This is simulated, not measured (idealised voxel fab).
This section sets out a process module, namely voxel transistor to metal.
FYI the section here is cut, 290 nm wide, cells are 5 nm squares.
The cross-sections in this document take the form of a grid made of square cells. They are written out as bands, in order from top to bottom. Each band consists of one or more rows of cells.
The band entry comprises the height of the band's top followed by the height of its bottom, expressed in nm, and subsequently the band's materials from left to right, each stated together with its width in nm. Where a single material is marked with the word "edge to edge", that material fills the band from edge to edge. The word "air" represents empty space.
Height datum 0, below which the as-received substrate wafer is one material. Lowest band open at the bottom, running downward: "from 0 down".
Read "30 to 40" as a graded width: first number on top, second number at the bottom, same change between each pair of neighbouring rows.
Key: "remained unchanged" - step with no changed cell in the cross-section.
The entry "Completely sealed voids" lists the empty spaces that cover at least 8 cells and have no open path to the top. Each is written as width x height at distance, where the distance is measured from the left edge and all three values are in nm.
Anything after a step's settings on that line? It's the simulator's own note about the step.
overlay nm: mask right of planned place by this much (step with mask). Neg. = left.

# plan
1: RECEIVE | material Si
2: CONFORMAL_DEP | material SiO2 | thk nm 5
3: CONFORMAL_DEP | material SiN | thk nm 15
4: PATTERN | tone cover | mask id ACTIVE | material resist | width nm 105 | pitch nm 125 | thk nm 15 | overlay nm 0
5: DIRECTIONAL_ETCH | etch materials SiN | depth nm 15
6: DIRECTIONAL_ETCH | etch materials SiO2 | depth nm 5
7: DIRECTIONAL_ETCH | etch materials Si | depth nm 25
8: STRIP | etch materials resist
9: FILL_DEP | material SiO2 | thk nm 15
10: CMP | height nm 20
11: SELECTIVE_ETCH | etch materials SiO2 | depth nm 5
12: STRIP | etch materials SiN
13: SELECTIVE_ETCH | etch materials SiO2 | depth nm 5
14: OXIDIZE | depth nm 5
15: DIRECTIONAL_DEP | material polySi | thk nm 30
16: DIRECTIONAL_DEP | material SiCN | thk nm 15
17: PATTERN | tone cover | mask id GATE | material resist | width nm 35 | pitch nm 125 | thk nm 15 | overlay nm 0
18: DIRECTIONAL_ETCH | etch materials SiCN | depth nm 25
19: DIRECTIONAL_ETCH | etch materials polySi | depth nm 40
20: STRIP | etch materials resist
21: CONFORMAL_DEP | material SiN | thk nm 5
22: DIRECTIONAL_ETCH | etch materials SiN | depth nm 5
23: DIRECTIONAL_ETCH | etch materials SiO2 | depth nm 5
24: EPI | material pSi | thk nm 5
25: FILL_DEP | material SiO2 | thk nm 10
26: CMP | height nm 30
27: STRIP | etch materials polySi
28: SELECTIVE_ETCH | etch materials SiO2 | depth nm 5
29: CONFORMAL_DEP | material HfO2 | thk nm 5
30: CONFORMAL_DEP | material TiN | thk nm 5
31: FILL_DEP | material W | thk nm 5
32: CMP | height nm 25
33: DIRECTIONAL_DEP | material SiO2 | thk nm 15
34: MASKED_ETCH | tone open | mask id CONTACT | width nm 15 | etch materials SiO2 | depth nm 40 | overlay nm 0
35: CONFORMAL_DEP | material TiN | thk nm 5
36: FILL_DEP | material Ru | thk nm 5
37: CMP | height nm 40
38: CONFORMAL_DEP | material SiCN | thk nm 5
39: DIRECTIONAL_DEP | material SiO2 | thk nm 25
40: PATTERN | tone open | mask id METAL_1 | material resist | width nm 15 | thk nm 20 | overlay nm 0
41: DIRECTIONAL_ETCH | etch materials SiO2 | depth nm 25
42: DIRECTIONAL_ETCH | etch materials SiCN | depth nm 5
43: STRIP | etch materials resist
44: CONFORMAL_DEP | material TiN | thk nm 5
45: FILL_DEP | material Ru | thk nm 10
46: CMP | height nm 70
47: CONFORMAL_DEP | material SiCN | thk nm 5
The wafers in this document start out alike and differ in the width nm applied at step 34; the plan shows the value used for the first wafer.

# First of several wafers (as received, post step 1), cross-sectional view
from 0 down: Si edge to edge
Completely sealed voids: none

# End of module: cross-section of the first of several wafers after step 47, the last step
from 75 to 70: SiCN edge to edge
from 70 to 45: SiO2 (35), then TiN (5), then Ru (5), then TiN (5), then SiO2 (65), then TiN (5), then Ru (5), then TiN (5), then SiO2 (30), then TiN (5), then Ru (5), then TiN (5), then SiO2 (65), then TiN (5), then Ru (5), then TiN (5), then SiO2 (35)
from 45 to 40: SiCN (35), then TiN (15), then SiCN (65), then TiN (15), then SiCN (30), then TiN (15), then SiCN (65), then TiN (15), then SiCN (35)
from 40 to 25: SiO2 (35), then TiN (5), then Ru (5), then TiN (5), then SiO2 (65), then TiN (5), then Ru (5), then TiN (5), then SiO2 (30), then TiN (5), then Ru (5), then TiN (5), then SiO2 (65), then TiN (5), then Ru (5), then TiN (5), then SiO2 (35)
from 25 to 10: SiO2 (35), then TiN (5), then Ru (5), then TiN (5), then SiO2 (10), then SiN (5), then HfO2 (5), then TiN (5), then W (15), then TiN (5), then HfO2 (5), then SiN (5), then SiO2 (10), then TiN (5), then Ru (5), then TiN (5), then SiO2 (30), then TiN (5), then Ru (5), then TiN (5), then SiO2 (10), then SiN (5), then HfO2 (5), then TiN (5), then W (15), then TiN (5), then HfO2 (5), then SiN (5), then SiO2 (10), then TiN (5), then Ru (5), then TiN (5), then SiO2 (35)
from 10 to 5: SiO2 (25), then SiN (5), then SiO2 (5), then TiN (5), then Ru (5), then TiN (5), then SiO2 (10), then SiN (5), then HfO2 (5), then TiN (5), then W (15), then TiN (5), then HfO2 (5), then SiN (5), then SiO2 (10), then TiN (5), then Ru (5), then TiN (5), then SiO2 (5), then SiN (5), then SiO2 (10), then SiN (5), then SiO2 (5), then TiN (5), then Ru (5), then TiN (5), then SiO2 (10), then SiN (5), then HfO2 (5), then TiN (5), then W (15), then TiN (5), then HfO2 (5), then SiN (5), then SiO2 (10), then TiN (5), then Ru (5), then TiN (5), then SiO2 (5), then SiN (5), then SiO2 (25)
from 5 to 0: SiO2 (25), then SiN (5), then SiO2 (5), then TiN (15), then SiO2 (10), then SiN (5), then HfO2 (5), then TiN (25), then HfO2 (5), then SiN (5), then SiO2 (10), then TiN (15), then SiO2 (5), then SiN (5), then SiO2 (10), then SiN (5), then SiO2 (5), then TiN (15), then SiO2 (10), then SiN (5), then HfO2 (5), then TiN (25), then HfO2 (5), then SiN (5), then SiO2 (10), then TiN (15), then SiO2 (5), then SiN (5), then SiO2 (25)
from 0 to -5: SiO2 (30), then pSi (30), then HfO2 (45), then pSi (30), then SiO2 (20), then pSi (30), then HfO2 (45), then pSi (30), then SiO2 (30)
from -5 to -25: SiO2 (30), then Si (105), then SiO2 (20), then Si (105), then SiO2 (30)
from -25 down: Si edge to edge
Completely sealed voids: none

# So this is the cross-section on the last wafer at the end of the module
from 75 to 70: SiCN edge to edge
from 70 to 45: SiO2 (35), then TiN (5), then Ru (5), then TiN (5), then SiO2 (65), then TiN (5), then Ru (5), then TiN (5), then SiO2 (30), then TiN (5), then Ru (5), then TiN (5), then SiO2 (65), then TiN (5), then Ru (5), then TiN (5), then SiO2 (35)
from 45 to 40: SiCN (35), then TiN (15), then SiCN (65), then TiN (15), then SiCN (30), then TiN (15), then SiCN (65), then TiN (15), then SiCN (35)
from 40 to 25: SiO2 (30), then TiN (5), then Ru (20), then TiN (5), then SiO2 (50), then TiN (5), then Ru (20), then TiN (5), then SiO2 (15), then TiN (5), then Ru (20), then TiN (5), then SiO2 (50), then TiN (5), then Ru (20), then TiN (5), then SiO2 (25)
from 25 to 15: SiO2 (30), then TiN (5), then Ru (20), then TiN (5), then SiN (5), then HfO2 (5), then TiN (5), then W (15), then TiN (5), then HfO2 (5), then SiN (5), then SiO2 (5), then TiN (5), then Ru (20), then TiN (5), then SiO2 (15), then TiN (5), then Ru (20), then TiN (5), then SiN (5), then HfO2 (5), then TiN (5), then W (15), then TiN (5), then HfO2 (5), then SiN (5), then SiO2 (5), then TiN (5), then Ru (20), then TiN (5), then SiO2 (25)
from 15 to 10: SiO2 (30), then TiN (5), then Ru (20), then TiN (5), then SiN (5), then HfO2 (5), then TiN (5), then W (15), then TiN (5), then HfO2 (5), then SiN (5), then SiO2 (5), then TiN (5), then Ru (15), then TiN (10), then SiO2 (15), then TiN (5), then Ru (20), then TiN (5), then SiN (5), then HfO2 (5), then TiN (5), then W (15), then TiN (5), then HfO2 (5), then SiN (5), then SiO2 (5), then TiN (5), then Ru (15), then TiN (10), then SiO2 (25)
from 10 to 5: SiO2 (25), then SiN (5), then TiN (5), then Ru (20), then TiN (5), then SiN (5), then HfO2 (5), then TiN (5), then W (15), then TiN (5), then HfO2 (5), then SiN (5), then SiO2 (5), then TiN (5), then Ru (15), then TiN (5), then SiN (5), then SiO2 (10), then SiN (5), then TiN (5), then Ru (20), then TiN (5), then SiN (5), then HfO2 (5), then TiN (5), then W (15), then TiN (5), then HfO2 (5), then SiN (5), then SiO2 (5), then TiN (5), then Ru (15), then TiN (5), then SiN (5), then SiO2 (25)
from 5 to 0: SiO2 (25), then SiN (5), then TiN (30), then SiN (5), then HfO2 (5), then TiN (25), then HfO2 (5), then SiN (5), then SiO2 (5), then TiN (25), then SiN (5), then SiO2 (10), then SiN (5), then TiN (30), then SiN (5), then HfO2 (5), then TiN (25), then HfO2 (5), then SiN (5), then SiO2 (5), then TiN (25), then SiN (5), then SiO2 (25)
from 0 to -5: SiO2 (30), then pSi (30), then HfO2 (45), then pSi (30), then SiO2 (20), then pSi (30), then HfO2 (45), then pSi (30), then SiO2 (30)
from -5 to -25: SiO2 (30), then Si (105), then SiO2 (20), then Si (105), then SiO2 (30)
from -25 down: Si edge to edge
Completely sealed voids: none

# For your reference, the table is organized with a row per wafer; each row reflects the wafer at the end of the module, indicating for each material the cells gained (+) or lost (-) since receipt, and thereafter its closed voids
width nm 15 | +38 HfO2 | +48 Ru | -122 Si | +104 SiCN | +28 SiN | +580 SiO2 | +146 TiN | +24 W | +24 pSi | Completely sealed voids: none
width nm 20 | +38 HfO2 | +76 Ru | -122 Si | +104 SiCN | +28 SiN | +548 SiO2 | +150 TiN | +24 W | +24 pSi | Completely sealed voids: none
width nm 25 | +38 HfO2 | +104 Ru | -122 Si | +104 SiCN | +28 SiN | +516 SiO2 | +154 TiN | +24 W | +24 pSi | Completely sealed voids: none
width nm 30 | +38 HfO2 | +128 Ru | -122 Si | +104 SiCN | +28 SiN | +488 SiO2 | +158 TiN | +24 W | +24 pSi | Completely sealed voids: none
